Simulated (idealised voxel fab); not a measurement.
Herein follows the process module entitled voxel capacitor over wiring.
We display cut, a cross-section 185 nm in width whose square cells are each 5 nm.
We lay out every cross-section as a grid of square cells and spell it out in bands from the top down, where one band means one or more rows of cells.
The entry gives the band's vertical extent as a top height and a bottom height in nm, then its horizontal make-up as materials from left to right, each with a width in nm. "air" stands for empty space; a single material marked "everywhere" fills the band edge to edge.
The level at which height equals 0 is the one under which the wafer, as it arrives, is entirely one material. No lower edge exists for the bottom band, which continues downward and is notated as in "z 0 and below".
A width given as "30->40" starts at the first number in the band's top row and ends at the second number in its bottom row, shifting by an equal amount at every step from row to row.
It should be understood that the words "nothing got changed", when stated for a given step, signify that the cross-section underwent no change in any of its cells during that step.
Sealed void inventory: empty space of 8 cells or more with no open way to the top, each as width x height at its distance from the left edge, in nm
Where a step's line continues beyond its settings, the continuation is a remark by the simulator itself on that step.
"overlay nm" on a masked step: distance the mask lay right of its planned place, negative for left.
Each pair below shows a cross-section before one step and the cross-section after it, down to the lowest band that changed. The line under each pair gives the step between them, with its settings. The pairs can come from different runs of this module on the same starting wafer, so a pair continues from the pair above only where its "Pre-step geometry" says so.

Pre-step geometry
* z 0 and below  Si everywhere
* Sealed void inventory: none

As Processed
* z 15 to 0  SiO2 everywhere
* Under 0: no change, same as before.
* Sealed void inventory: none
Applied between the two views above: CONFORMAL_DEP,material SiO2,thk nm 15

Pre-step geometry: it's just the after picture from the pair right above this one.

As Processed
* z 20 to 15  TiN everywhere
* Under 15: no change, same as before.
* Sealed void inventory: none
Applied between the two views above: DIRECTIONAL_DEP,material TiN,thk nm 5

Pre-step geometry: it's just the after picture from the pair right above this one.

As Processed
* z 35 to 20  Ru everywhere
* Under 20: no change, same as before.
* Sealed void inventory: none
Applied between the two views above: DIRECTIONAL_DEP,material Ru,thk nm 15

Pre-step geometry: it's just the after picture from the pair right above this one.

As Processed
* z 35 to 20  25 nm air, then 30 nm Ru, then 70 nm air, then 30 nm Ru, then 30 nm air
* Under 20: no change, same as before.
* Sealed void inventory: none
Applied between the two views above: MASKED_ETCH,tone cover,mask id METAL_1,width nm 30,pitch nm 100,etch materials Ru,depth nm 15,overlay nm 0

Pre-step geometry: it's just the after picture from the pair right above this one.

As Processed
* z 35 to 20  25 nm air, then 30 nm Ru, then 70 nm air, then 30 nm Ru, then 30 nm air
* z 20 to 15  25 nm air, then 30 nm TiN, then 70 nm air, then 30 nm TiN, then 30 nm air
* Under 15: no change, same as before.
* Sealed void inventory: none
Applied between the two views above: MASKED_ETCH,tone cover,mask id METAL_1,width nm 30,pitch nm 100,etch materials TiN,depth nm 5,overlay nm 0

Pre-step geometry: it's just the after picture from the pair right above this one.

As Processed
* z 40 to 35  SiO2 everywhere
* z 35 to 20  25 nm SiO2, then 30 nm Ru, then 70 nm SiO2, then 30 nm Ru, then 30 nm SiO2
* z 20 to 15  25 nm SiO2, then 30 nm TiN, then 70 nm SiO2, then 30 nm TiN, then 30 nm SiO2
* Under 15: no change, same as before.
* Sealed void inventory: none
Applied between the two views above: FILL_DEP,material SiO2,thk nm 5

Pre-step geometry: it's just the after picture from the pair right above this one.

As Processed
* z 35 to 20  25 nm SiO2, then 30 nm Ru, then 70 nm SiO2, then 30 nm Ru, then 30 nm SiO2
* Under 20: no change, same as before.
* Sealed void inventory: none
Applied between the two views above: CMP,height nm 35

Pre-step geometry: it's just the after picture from the pair right above this one.

As Processed
* z 40 to 35  SiCN everywhere
* Under 35: no change, same as before.
* Sealed void inventory: none
Applied between the two views above: CONFORMAL_DEP,material SiCN,thk nm 5

Pre-step geometry: it's just the after picture from the pair right above this one.

As Processed
* z 55 to 40  lowk everywhere
* Under 40: no change, same as before.
* Sealed void inventory: none
Applied between the two views above: DIRECTIONAL_DEP,material lowk,thk nm 15

Pre-step geometry: it's just the after picture from the pair right above this one.

As Processed
* z 70 to 55  aC everywhere
* Under 55: no change, same as before.
* Sealed void inventory: none
Applied between the two views above: DIRECTIONAL_DEP,material aC,thk nm 15

Pre-step geometry: it's just the after picture from the pair right above this one.

As Processed
* z 105 to 70  40 nm resist, then 15 nm air, then 130 nm resist
* Under 70: no change, same as before.
* Sealed void inventory: none
Applied between the two views above: PATTERN,tone open,mask id PLUG_1,material resist,width nm 15,thk nm 35,overlay nm 0

Pre-step geometry: it's just the after picture from the pair right above this one.

As Processed
* z 90 to 70  40 nm resist, then 15 nm air, then 130 nm resist
* z 70 to 55  40 nm aC, then 15 nm air, then 130 nm aC
* Under 55: no change, same as before.
* Sealed void inventory: none
Applied between the two views above: DIRECTIONAL_ETCH,etch materials aC,depth nm 15

Pre-step geometry: it's just the after picture from the pair right above this one.

As Processed
* z 70 to 55  40 nm aC, then 15 nm air, then 130 nm aC
* Under 55: no change, same as before.
* Sealed void inventory: none
Applied between the two views above: STRIP,etch materials resist

Pre-step geometry: it's just the after picture from the pair right above this one.

As Processed
* z 70 to 55  40 nm aC, then 15 nm air, then 130 nm aC
* z 55 to 40  40 nm lowk, then 15 nm air, then 130 nm lowk
* Under 40: no change, same as before.
* Sealed void inventory: none
Applied between the two views above: DIRECTIONAL_ETCH,etch materials lowk,depth nm 15

Pre-step geometry: it's just the after picture from the pair right above this one.

As Processed
* z 70 to 55  40 nm aC, then 15 nm air, then 130 nm aC
* z 55 to 40  40 nm lowk, then 15 nm air, then 130 nm lowk
* z 40 to 35  40 nm SiCN, then 15 nm air, then 130 nm SiCN
* Under 35: no change, same as before.
* Sealed void inventory: none
Applied between the two views above: DIRECTIONAL_ETCH,etch materials SiCN,depth nm 5

Pre-step geometry: it's just the after picture from the pair right above this one.

As Processed
* z 55 to 40  40 nm lowk, then 15 nm air, then 130 nm lowk
* Under 40: no change, same as before.
* Sealed void inventory: none
Applied between the two views above: STRIP,etch materials aC

Pre-step geometry: it's just the after picture from the pair right above this one.

As Processed
* z 60 to 55  45 nm TiN, then 5 nm air, then 135 nm TiN
* z 55 to 40  40 nm lowk, then 5 nm TiN, then 5 nm air, then 5 nm TiN, then 130 nm lowk
* z 40 to 35  40 nm SiCN, then 15 nm TiN, then 130 nm SiCN
* Under 35: no change, same as before.
* Sealed void inventory: none
Applied between the two views above: CONFORMAL_DEP,material TiN,thk nm 5

Pre-step geometry: it's just the after picture from the pair right above this one.

As Processed
* z 65 to 60  Cu everywhere
* z 60 to 55  45 nm TiN, then 5 nm Cu, then 135 nm TiN
* z 55 to 40  40 nm lowk, then 5 nm TiN, then 5 nm Cu, then 5 nm TiN, then 130 nm lowk
* Under 40: no change, same as before.
* Sealed void inventory: none
Applied between the two views above: FILL_DEP,material Cu,thk nm 5

Pre-step geometry: it's just the after picture from the pair right above this one.

As Processed
* z 55 to 40  40 nm lowk, then 5 nm TiN, then 5 nm Cu, then 5 nm TiN, then 130 nm lowk
* Under 40: no change, same as before.
* Sealed void inventory: none
Applied between the two views above: CMP,height nm 55

Pre-step geometry: it's just the after picture from the pair right above this one.

As Processed
* z 65 to 55  TiN everywhere
* Under 55: no change, same as before.
* Sealed void inventory: none
Applied between the two views above: DIRECTIONAL_DEP,material TiN,thk nm 10

Pre-step geometry: it's just the after picture from the pair right above this one.

As Processed
* z 70 to 65  HfO2 everywhere
* Under 65: no change, same as before.
* Sealed void inventory: none
Applied between the two views above: DIRECTIONAL_DEP,material HfO2,thk nm 5

Pre-step geometry: it's just the after picture from the pair right above this one.

As Processed
* z 75 to 70  TiN everywhere
* Under 70: no change, same as before.
* Sealed void inventory: none
Applied between the two views above: DIRECTIONAL_DEP,material TiN,thk nm 5

Pre-step geometry: it's just the after picture from the pair right above this one.

As Processed
* z 85 to 75  aC everywhere
* Under 75: no change, same as before.
* Sealed void inventory: none
Applied between the two views above: DIRECTIONAL_DEP,material aC,thk nm 10

Pre-step geometry: it's just the after picture from the pair right above this one.

As Processed
* z 115 to 85  40 nm air, then 75 nm resist, then 70 nm air
* Under 85: no change, same as before.
* Sealed void inventory: none
Applied between the two views above: PATTERN,tone cover,mask id UPPER_PLATE,material resist,width nm 75,thk nm 30,overlay nm 0

Pre-step geometry: it's just the after picture from the pair right above this one.

As Processed
* z 105 to 85  40 nm air, then 75 nm resist, then 70 nm air
* z 85 to 75  40 nm air, then 75 nm aC, then 70 nm air
* Under 75: no change, same as before.
* Sealed void inventory: none
Applied between the two views above: DIRECTIONAL_ETCH,etch materials aC,depth nm 10

Pre-step geometry: it's just the after picture from the pair right above this one.

As Processed
* z 85 to 75  40 nm air, then 75 nm aC, then 70 nm air
* Under 75: no change, same as before.
* Sealed void inventory: none
Applied between the two views above: STRIP,etch materials resist

Pre-step geometry: it's just the after picture from the pair right above this one.

As Processed
* z 85 to 75  40 nm air, then 75 nm aC, then 70 nm air
* z 75 to 70  40 nm air, then 75 nm TiN, then 70 nm air
* Under 70: no change, same as before.
* Sealed void inventory: none
Applied between the two views above: DIRECTIONAL_ETCH,etch materials TiN,depth nm 5

Pre-step geometry: it's just the after picture from the pair right above this one.

As Processed
* z 85 to 75  40 nm air, then 75 nm aC, then 70 nm air
* z 75 to 70  40 nm air, then 75 nm TiN, then 70 nm air
* z 70 to 65  40 nm air, then 75 nm HfO2, then 70 nm air
* Under 65: no change, same as before.
* Sealed void inventory: none
Applied between the two views above: DIRECTIONAL_ETCH,etch materials HfO2,depth nm 5

Pre-step geometry: it's just the after picture from the pair right above this one.

As Processed
* z 75 to 70  40 nm air, then 75 nm TiN, then 70 nm air
* Under 70: no change, same as before.
* Sealed void inventory: none
Applied between the two views above: STRIP,etch materials aC

Pre-step geometry: it's just the after picture from the pair right above this one.

As Processed
* z 90 to 80  40 nm air, then 75 nm aC, then 70 nm air
* z 80 to 75  aC everywhere
* z 75 to 70  40 nm aC, then 75 nm TiN, then 70 nm aC
* z 70 to 65  40 nm aC, then 75 nm HfO2, then 70 nm aC
* Under 65: no change, same as before.
* Sealed void inventory: none
Applied between the two views above: DIRECTIONAL_DEP,material aC,thk nm 15

Pre-step geometry: it's just the after picture from the pair right above this one.

As Processed
* z 120 to 90  35 nm air, then 85 nm resist, then 65 nm air
* z 90 to 80  35 nm air, then 5 nm resist, then 75 nm aC, then 5 nm resist, then 65 nm air
* Under 80: no change, same as before.
* Sealed void inventory: none
Applied between the two views above: PATTERN,tone cover,mask id LOWER_PLATE,material resist,width nm 85,thk nm 30,overlay nm 0

Pre-step geometry: it's just the after picture from the pair right above this one.

As Processed
* z 105 to 90  35 nm air, then 85 nm resist, then 65 nm air
* z 90 to 80  35 nm air, then 5 nm resist, then 75 nm aC, then 5 nm resist, then 65 nm air
* z 80 to 75  35 nm air, then 85 nm aC, then 65 nm air
* z 75 to 70  35 nm air, then 5 nm aC, then 75 nm TiN, then 5 nm aC, then 65 nm air
* z 70 to 65  35 nm air, then 5 nm aC, then 75 nm HfO2, then 5 nm aC, then 65 nm air
* Under 65: no change, same as before.
* Sealed void inventory: none
Applied between the two views above: DIRECTIONAL_ETCH,etch materials aC,depth nm 15

Pre-step geometry: it's just the after picture from the pair right above this one.

As Processed
* z 90 to 80  40 nm air, then 75 nm aC, then 70 nm air
* Under 80: no change, same as before.
* Sealed void inventory: none
Applied between the two views above: STRIP,etch materials resist

Pre-step geometry: it's just the after picture from the pair right above this one.

As Processed
* z 90 to 80  40 nm air, then 75 nm aC, then 70 nm air
* z 80 to 75  35 nm air, then 85 nm aC, then 65 nm air
* z 75 to 70  35 nm air, then 5 nm aC, then 75 nm TiN, then 5 nm aC, then 65 nm air
* z 70 to 65  35 nm air, then 5 nm aC, then 75 nm HfO2, then 5 nm aC, then 65 nm air
* z 65 to 55  35 nm air, then 85 nm TiN, then 65 nm air
* Under 55: no change, same as before.
* Sealed void inventory: none
Applied between the two views above: DIRECTIONAL_ETCH,etch materials TiN,depth nm 10

Pre-step geometry: it's just the after picture from the pair right above this one.

As Processed
* z 75 to 70  40 nm air, then 75 nm TiN, then 70 nm air
* z 70 to 65  40 nm air, then 75 nm HfO2, then 70 nm air
* Under 65: no change, same as before.
* Sealed void inventory: none
Applied between the two views above: STRIP,etch materials aC

Pre-step geometry: it's just the after picture from the pair right above this one.

As Processed
* z 95 to 75  SiO2 everywhere
* z 75 to 70  40 nm SiO2, then 75 nm TiN, then 70 nm SiO2
* z 70 to 65  40 nm SiO2, then 75 nm HfO2, then 70 nm SiO2
* z 65 to 55  35 nm SiO2, then 85 nm TiN, then 65 nm SiO2
* Under 55: no change, same as before.
* Sealed void inventory: none
Applied between the two views above: FILL_DEP,material SiO2,thk nm 20

Pre-step geometry: it's just the after picture from the pair right above this one.

As Processed
* z 90 to 75  SiO2 everywhere
* Under 75: no change, same as before.
* Sealed void inventory: none
Applied between the two views above: CMP,height nm 90

Pre-step geometry: it's just the after picture from the pair right above this one.

As Processed
* z 90 to 75  50 nm SiO2, then 15 nm air, then 120 nm SiO2
* Under 75: no change, same as before.
* Sealed void inventory: none
Applied between the two views above: MASKED_ETCH,tone open,mask id PLUG_2,width nm 15,etch materials SiO2,depth nm 15,overlay nm 0

Pre-step geometry: it's just the after picture from the pair right above this one.

As Processed
* z 95 to 90  55 nm TiN, then 5 nm air, then 125 nm TiN
* z 90 to 80  50 nm SiO2, then 5 nm TiN, then 5 nm air, then 5 nm TiN, then 120 nm SiO2
* z 80 to 70  50->40 nm SiO2, then 15->75 nm TiN, then 120->70 nm SiO2
* Under 70: no change, same as before.
* Sealed void inventory: none
Applied between the two views above: CONFORMAL_DEP,material TiN,thk nm 5

Pre-step geometry: it's just the after picture from the pair right above this one.

As Processed
* z 100 to 95  Ru everywhere
* z 95 to 90  55 nm TiN, then 5 nm Ru, then 125 nm TiN
* z 90 to 80  50 nm SiO2, then 5 nm TiN, then 5 nm Ru, then 5 nm TiN, then 120 nm SiO2
* Under 80: no change, same as before.
* Sealed void inventory: none
Applied between the two views above: FILL_DEP,material Ru,thk nm 5

Pre-step geometry: it's just the after picture from the pair right above this one.

As Processed
* z 90 to 80  50 nm SiO2, then 5 nm TiN, then 5 nm Ru, then 5 nm TiN, then 120 nm SiO2
* Under 80: no change, same as before.
* Sealed void inventory: none
Applied between the two views above: CMP,height nm 90

Pre-step geometry: it's just the after picture from the pair right above this one.

As Processed
* z 95 to 90  SiCN everywhere
* Under 90: no change, same as before.
* Sealed void inventory: none
Applied between the two views above: CONFORMAL_DEP,material SiCN,thk nm 5

Pre-step geometry
* z 70 to 65  HfO2 everywhere
* z 65 to 55  TiN everywhere
* z 55 to 40  40 nm lowk, then 5 nm TiN, then 5 nm Cu, then 5 nm TiN, then 130 nm lowk
* z 40 to 35  40 nm SiCN, then 15 nm TiN, then 130 nm SiCN
* z 35 to 20  25 nm SiO2, then 30 nm Ru, then 70 nm SiO2, then 30 nm Ru, then 30 nm SiO2
* z 20 to 15  25 nm SiO2, then 30 nm TiN, then 70 nm SiO2, then 30 nm TiN, then 30 nm SiO2
* z 15 to 0  SiO2 everywhere
* z 0 and below  Si everywhere
* Sealed void inventory: none

As Processed
* z 80 to 70  aC everywhere
* Under 70: no change, same as before.
* Sealed void inventory: none
Applied between the two views above: DIRECTIONAL_DEP,material aC,thk nm 10

Pre-step geometry: it's just the after picture from the pair right above this one.

As Processed
* z 110 to 80  40 nm air, then 75 nm resist, then 70 nm air
* Under 80: no change, same as before.
* Sealed void inventory: none
Applied between the two views above: PATTERN,tone cover,mask id UPPER_PLATE,material resist,width nm 75,thk nm 30,overlay nm 0

Pre-step geometry: it's just the after picture from the pair right above this one.

As Processed
* z 100 to 80  40 nm air, then 75 nm resist, then 70 nm air
* z 80 to 70  40 nm air, then 75 nm aC, then 70 nm air
* Under 70: no change, same as before.
* Sealed void inventory: none
Applied between the two views above: DIRECTIONAL_ETCH,etch materials aC,depth nm 10

Pre-step geometry: it's just the after picture from the pair right above this one.

As Processed
* z 80 to 70  40 nm air, then 75 nm aC, then 70 nm air
* Under 70: no change, same as before.
* Sealed void inventory: none
Applied between the two views above: STRIP,etch materials resist

Pre-step geometry: it's just the after picture from the pair right above this one.

As Processed
* z 80 to 70  40 nm air, then 75 nm aC, then 70 nm air
* z 70 to 65  40 nm air, then 75 nm HfO2, then 70 nm air
* Under 65: no change, same as before.
* Sealed void inventory: none
Applied between the two views above: DIRECTIONAL_ETCH,etch materials HfO2,depth nm 5

Pre-step geometry: it's just the after picture from the pair right above this one.

As Processed
* z 70 to 65  40 nm air, then 75 nm HfO2, then 70 nm air
* Under 65: no change, same as before.
* Sealed void inventory: none
Applied between the two views above: STRIP,etch materials aC

Pre-step geometry: it's just the after picture from the pair right above this one.

As Processed
* z 85 to 80  40 nm air, then 75 nm aC, then 70 nm air
* z 80 to 70  aC everywhere
* z 70 to 65  40 nm aC, then 75 nm HfO2, then 70 nm aC
* Under 65: no change, same as before.
* Sealed void inventory: none
Applied between the two views above: DIRECTIONAL_DEP,material aC,thk nm 15

Pre-step geometry: it's just the after picture from the pair right above this one.

As Processed
* z 115 to 85  35 nm air, then 85 nm resist, then 65 nm air
* z 85 to 80  35 nm air, then 5 nm resist, then 75 nm aC, then 5 nm resist, then 65 nm air
* Under 80: no change, same as before.
* Sealed void inventory: none
Applied between the two views above: PATTERN,tone cover,mask id LOWER_PLATE,material resist,width nm 85,thk nm 30,overlay nm 0

Pre-step geometry: it's just the after picture from the pair right above this one.

As Processed
* z 100 to 85  35 nm air, then 85 nm resist, then 65 nm air
* z 85 to 80  35 nm air, then 5 nm resist, then 75 nm aC, then 5 nm resist, then 65 nm air
* z 80 to 70  35 nm air, then 85 nm aC, then 65 nm air
* z 70 to 65  35 nm air, then 5 nm aC, then 75 nm HfO2, then 5 nm aC, then 65 nm air
* Under 65: no change, same as before.
* Sealed void inventory: none
Applied between the two views above: DIRECTIONAL_ETCH,etch materials aC,depth nm 15

Pre-step geometry: it's just the after picture from the pair right above this one.

As Processed
* z 85 to 80  40 nm air, then 75 nm aC, then 70 nm air
* Under 80: no change, same as before.
* Sealed void inventory: none
Applied between the two views above: STRIP,etch materials resist

Pre-step geometry: it's just the after picture from the pair right above this one.

As Processed
* z 85 to 80  40 nm air, then 75 nm aC, then 70 nm air
* z 80 to 70  35 nm air, then 85 nm aC, then 65 nm air
* z 70 to 65  35 nm air, then 5 nm aC, then 75 nm HfO2, then 5 nm aC, then 65 nm air
* z 65 to 55  35 nm air, then 85 nm TiN, then 65 nm air
* Under 55: no change, same as before.
* Sealed void inventory: none
Applied between the two views above: DIRECTIONAL_ETCH,etch materials TiN,depth nm 10

Pre-step geometry: it's just the after picture from the pair right above this one.

As Processed
* z 70 to 65  40 nm air, then 75 nm HfO2, then 70 nm air
* Under 65: no change, same as before.
* Sealed void inventory: none
Applied between the two views above: STRIP,etch materials aC

Pre-step geometry: it's just the after picture from the pair right above this one.

As Processed
* z 90 to 70  SiO2 everywhere
* z 70 to 65  40 nm SiO2, then 75 nm HfO2, then 70 nm SiO2
* z 65 to 55  35 nm SiO2, then 85 nm TiN, then 65 nm SiO2
* Under 55: no change, same as before.
* Sealed void inventory: none
Applied between the two views above: FILL_DEP,material SiO2,thk nm 20

Pre-step geometry: it's just the after picture from the pair right above this one.

As Processed
* z 90 to 75  50 nm SiO2, then 15 nm air, then 120 nm SiO2
* Under 75: no change, same as before.
* Sealed void inventory: none
Applied between the two views above: MASKED_ETCH,tone open,mask id PLUG_2,width nm 15,etch materials SiO2,depth nm 15,overlay nm 0

Pre-step geometry: it's just the after picture from the pair right above this one.

As Processed
* z 95 to 90  55 nm TiN, then 5 nm air, then 125 nm TiN
* z 90 to 80  50 nm SiO2, then 5 nm TiN, then 5 nm air, then 5 nm TiN, then 120 nm SiO2
* z 80 to 75  50 nm SiO2, then 15 nm TiN, then 120 nm SiO2
* Under 75: no change, same as before.
* Sealed void inventory: none
Applied between the two views above: CONFORMAL_DEP,material TiN,thk nm 5

Pre-step geometry: it's just the after picture from the pair right above this one.

As Processed
* z 100 to 95  Ru everywhere
* z 95 to 90  55 nm TiN, then 5 nm Ru, then 125 nm TiN
* z 90 to 80  50 nm SiO2, then 5 nm TiN, then 5 nm Ru, then 5 nm TiN, then 120 nm SiO2
* Under 80: no change, same as before.
* Sealed void inventory: none
Applied between the two views above: FILL_DEP,material Ru,thk nm 5

Pre-step geometry: it's just the after picture from the pair right above this one.

As Processed
* z 90 to 80  50 nm SiO2, then 5 nm TiN, then 5 nm Ru, then 5 nm TiN, then 120 nm SiO2
* Under 80: no change, same as before.
* Sealed void inventory: none
Applied between the two views above: CMP,height nm 90

Pre-step geometry: it's just the after picture from the pair right above this one.

As Processed
* z 95 to 90  SiCN everywhere
* Under 90: no change, same as before.
* Sealed void inventory: none
Applied between the two views above: CONFORMAL_DEP,material SiCN,thk nm 5

Pre-step geometry
* z 15 to 0  SiO2 everywhere
* z 0 and below  Si everywhere
* Sealed void inventory: none

As Processed
* z 30 to 0  SiO2 everywhere
* Under 0: no change, same as before.
* Sealed void inventory: none
Applied between the two views above: CONFORMAL_DEP,material SiO2,thk nm 15

Pre-step geometry: it's just the after picture from the pair right above this one.

As Processed
* z 35 to 30  TiN everywhere
* Under 30: no change, same as before.
* Sealed void inventory: none
Applied between the two views above: DIRECTIONAL_DEP,material TiN,thk nm 5

Pre-step geometry: it's just the after picture from the pair right above this one.

As Processed
* z 50 to 35  Ru everywhere
* Under 35: no change, same as before.
* Sealed void inventory: none
Applied between the two views above: DIRECTIONAL_DEP,material Ru,thk nm 15

Pre-step geometry: it's just the after picture from the pair right above this one.

As Processed
* z 50 to 35  25 nm air, then 30 nm Ru, then 70 nm air, then 30 nm Ru, then 30 nm air
* Under 35: no change, same as before.
* Sealed void inventory: none
Applied between the two views above: MASKED_ETCH,tone cover,mask id METAL_1,width nm 30,pitch nm 100,etch materials Ru,depth nm 15,overlay nm 0

Pre-step geometry: it's just the after picture from the pair right above this one.

As Processed
* z 50 to 35  25 nm air, then 30 nm Ru, then 70 nm air, then 30 nm Ru, then 30 nm air
* z 35 to 30  25 nm air, then 30 nm TiN, then 70 nm air, then 30 nm TiN, then 30 nm air
* Under 30: no change, same as before.
* Sealed void inventory: none
Applied between the two views above: MASKED_ETCH,tone cover,mask id METAL_1,width nm 30,pitch nm 100,etch materials TiN,depth nm 5,overlay nm 0

Pre-step geometry: it's just the after picture from the pair right above this one.

As Processed
* z 55 to 50  SiO2 everywhere
* z 50 to 35  25 nm SiO2, then 30 nm Ru, then 70 nm SiO2, then 30 nm Ru, then 30 nm SiO2
* z 35 to 30  25 nm SiO2, then 30 nm TiN, then 70 nm SiO2, then 30 nm TiN, then 30 nm SiO2
* Under 30: no change, same as before.
* Sealed void inventory: none
Applied between the two views above: FILL_DEP,material SiO2,thk nm 5

Pre-step geometry: it's just the after picture from the pair right above this one.

As Processed
* z 35 to 30  25 nm SiO2, then 30 nm TiN, then 70 nm SiO2, then 30 nm TiN, then 30 nm SiO2
* Under 30: no change, same as before.
* Sealed void inventory: none
Applied between the two views above: CMP,height nm 35

Pre-step geometry: it's just the after picture from the pair right above this one.

As Processed
* z 40 to 35  SiCN everywhere
* Under 35: no change, same as before.
* Sealed void inventory: none
Applied between the two views above: CONFORMAL_DEP,material SiCN,thk nm 5

Pre-step geometry: it's just the after picture from the pair right above this one.

As Processed
* z 55 to 40  lowk everywhere
* Under 40: no change, same as before.
* Sealed void inventory: none
Applied between the two views above: DIRECTIONAL_DEP,material lowk,thk nm 15

Pre-step geometry: it's just the after picture from the pair right above this one.

As Processed
* z 70 to 55  aC everywhere
* Under 55: no change, same as before.
* Sealed void inventory: none
Applied between the two views above: DIRECTIONAL_DEP,material aC,thk nm 15

Pre-step geometry: it's just the after picture from the pair right above this one.

As Processed
* z 105 to 70  40 nm resist, then 15 nm air, then 130 nm resist
* Under 70: no change, same as before.
* Sealed void inventory: none
Applied between the two views above: PATTERN,tone open,mask id PLUG_1,material resist,width nm 15,thk nm 35,overlay nm 0

Pre-step geometry: it's just the after picture from the pair right above this one.

As Processed
* z 90 to 70  40 nm resist, then 15 nm air, then 130 nm resist
* z 70 to 55  40 nm aC, then 15 nm air, then 130 nm aC
* Under 55: no change, same as before.
* Sealed void inventory: none
Applied between the two views above: DIRECTIONAL_ETCH,etch materials aC,depth nm 15

Pre-step geometry: it's just the after picture from the pair right above this one.

As Processed
* z 70 to 55  40 nm aC, then 15 nm air, then 130 nm aC
* Under 55: no change, same as before.
* Sealed void inventory: none
Applied between the two views above: STRIP,etch materials resist

Pre-step geometry: it's just the after picture from the pair right above this one.

As Processed
* z 70 to 55  40 nm aC, then 15 nm air, then 130 nm aC
* z 55 to 40  40 nm lowk, then 15 nm air, then 130 nm lowk
* Under 40: no change, same as before.
* Sealed void inventory: none
Applied between the two views above: DIRECTIONAL_ETCH,etch materials lowk,depth nm 15

Pre-step geometry: it's just the after picture from the pair right above this one.

As Processed
* z 70 to 55  40 nm aC, then 15 nm air, then 130 nm aC
* z 55 to 40  40 nm lowk, then 15 nm air, then 130 nm lowk
* z 40 to 35  40 nm SiCN, then 15 nm air, then 130 nm SiCN
* Under 35: no change, same as before.
* Sealed void inventory: none
Applied between the two views above: DIRECTIONAL_ETCH,etch materials SiCN,depth nm 5

Pre-step geometry: it's just the after picture from the pair right above this one.

As Processed
* z 55 to 40  40 nm lowk, then 15 nm air, then 130 nm lowk
* Under 40: no change, same as before.
* Sealed void inventory: none
Applied between the two views above: STRIP,etch materials aC

Pre-step geometry: it's just the after picture from the pair right above this one.

As Processed
* z 60 to 55  45 nm TiN, then 5 nm air, then 135 nm TiN
* z 55 to 40  40 nm lowk, then 5 nm TiN, then 5 nm air, then 5 nm TiN, then 130 nm lowk
* z 40 to 35  40 nm SiCN, then 15 nm TiN, then 130 nm SiCN
* Under 35: no change, same as before.
* Sealed void inventory: none
Applied between the two views above: CONFORMAL_DEP,material TiN,thk nm 5

Pre-step geometry: it's just the after picture from the pair right above this one.

As Processed
* z 65 to 60  Cu everywhere
* z 60 to 55  45 nm TiN, then 5 nm Cu, then 135 nm TiN
* z 55 to 40  40 nm lowk, then 5 nm TiN, then 5 nm Cu, then 5 nm TiN, then 130 nm lowk
* Under 40: no change, same as before.
* Sealed void inventory: none
Applied between the two views above: FILL_DEP,material Cu,thk nm 5

Pre-step geometry: it's just the after picture from the pair right above this one.

As Processed
* z 55 to 40  40 nm lowk, then 5 nm TiN, then 5 nm Cu, then 5 nm TiN, then 130 nm lowk
* Under 40: no change, same as before.
* Sealed void inventory: none
Applied between the two views above: CMP,height nm 55

Pre-step geometry: it's just the after picture from the pair right above this one.

As Processed
* z 65 to 55  TiN everywhere
* Under 55: no change, same as before.
* Sealed void inventory: none
Applied between the two views above: DIRECTIONAL_DEP,material TiN,thk nm 10

Pre-step geometry: it's just the after picture from the pair right above this one.

As Processed
* z 70 to 65  HfO2 everywhere
* Under 65: no change, same as before.
* Sealed void inventory: none
Applied between the two views above: DIRECTIONAL_DEP,material HfO2,thk nm 5

Pre-step geometry: it's just the after picture from the pair right above this one.

As Processed
* z 75 to 70  TiN everywhere
* Under 70: no change, same as before.
* Sealed void inventory: none
Applied between the two views above: DIRECTIONAL_DEP,material TiN,thk nm 5

Pre-step geometry: it's just the after picture from the pair right above this one.

As Processed
* z 85 to 75  aC everywhere
* Under 75: no change, same as before.
* Sealed void inventory: none
Applied between the two views above: DIRECTIONAL_DEP,material aC,thk nm 10

Pre-step geometry: it's just the after picture from the pair right above this one.

As Processed
* z 115 to 85  40 nm air, then 75 nm resist, then 70 nm air
* Under 85: no change, same as before.
* Sealed void inventory: none
Applied between the two views above: PATTERN,tone cover,mask id UPPER_PLATE,material resist,width nm 75,thk nm 30,overlay nm 0

Pre-step geometry: it's just the after picture from the pair right above this one.

As Processed
* z 105 to 85  40 nm air, then 75 nm resist, then 70 nm air
* z 85 to 75  40 nm air, then 75 nm aC, then 70 nm air
* Under 75: no change, same as before.
* Sealed void inventory: none
Applied between the two views above: DIRECTIONAL_ETCH,etch materials aC,depth nm 10

Pre-step geometry: it's just the after picture from the pair right above this one.

As Processed
* z 85 to 75  40 nm air, then 75 nm aC, then 70 nm air
* Under 75: no change, same as before.
* Sealed void inventory: none
Applied between the two views above: STRIP,etch materials resist

Pre-step geometry: it's just the after picture from the pair right above this one.

As Processed
* z 85 to 75  40 nm air, then 75 nm aC, then 70 nm air
* z 75 to 70  40 nm air, then 75 nm TiN, then 70 nm air
* Under 70: no change, same as before.
* Sealed void inventory: none
Applied between the two views above: DIRECTIONAL_ETCH,etch materials TiN,depth nm 5

Pre-step geometry: it's just the after picture from the pair right above this one.

As Processed
* z 85 to 75  40 nm air, then 75 nm aC, then 70 nm air
* z 75 to 70  40 nm air, then 75 nm TiN, then 70 nm air
* z 70 to 65  40 nm air, then 75 nm HfO2, then 70 nm air
* Under 65: no change, same as before.
* Sealed void inventory: none
Applied between the two views above: DIRECTIONAL_ETCH,etch materials HfO2,depth nm 5

Pre-step geometry: it's just the after picture from the pair right above this one.

As Processed
* z 75 to 70  40 nm air, then 75 nm TiN, then 70 nm air
* Under 70: no change, same as before.
* Sealed void inventory: none
Applied between the two views above: STRIP,etch materials aC

Pre-step geometry: it's just the after picture from the pair right above this one.

As Processed
* z 90 to 80  40 nm air, then 75 nm aC, then 70 nm air
* z 80 to 75  aC everywhere
* z 75 to 70  40 nm aC, then 75 nm TiN, then 70 nm aC
* z 70 to 65  40 nm aC, then 75 nm HfO2, then 70 nm aC
* Under 65: no change, same as before.
* Sealed void inventory: none
Applied between the two views above: DIRECTIONAL_DEP,material aC,thk nm 15

Pre-step geometry: it's just the after picture from the pair right above this one.

As Processed
* z 120 to 90  35 nm air, then 85 nm resist, then 65 nm air
* z 90 to 80  35 nm air, then 5 nm resist, then 75 nm aC, then 5 nm resist, then 65 nm air
* Under 80: no change, same as before.
* Sealed void inventory: none
Applied between the two views above: PATTERN,tone cover,mask id LOWER_PLATE,material resist,width nm 85,thk nm 30,overlay nm 0
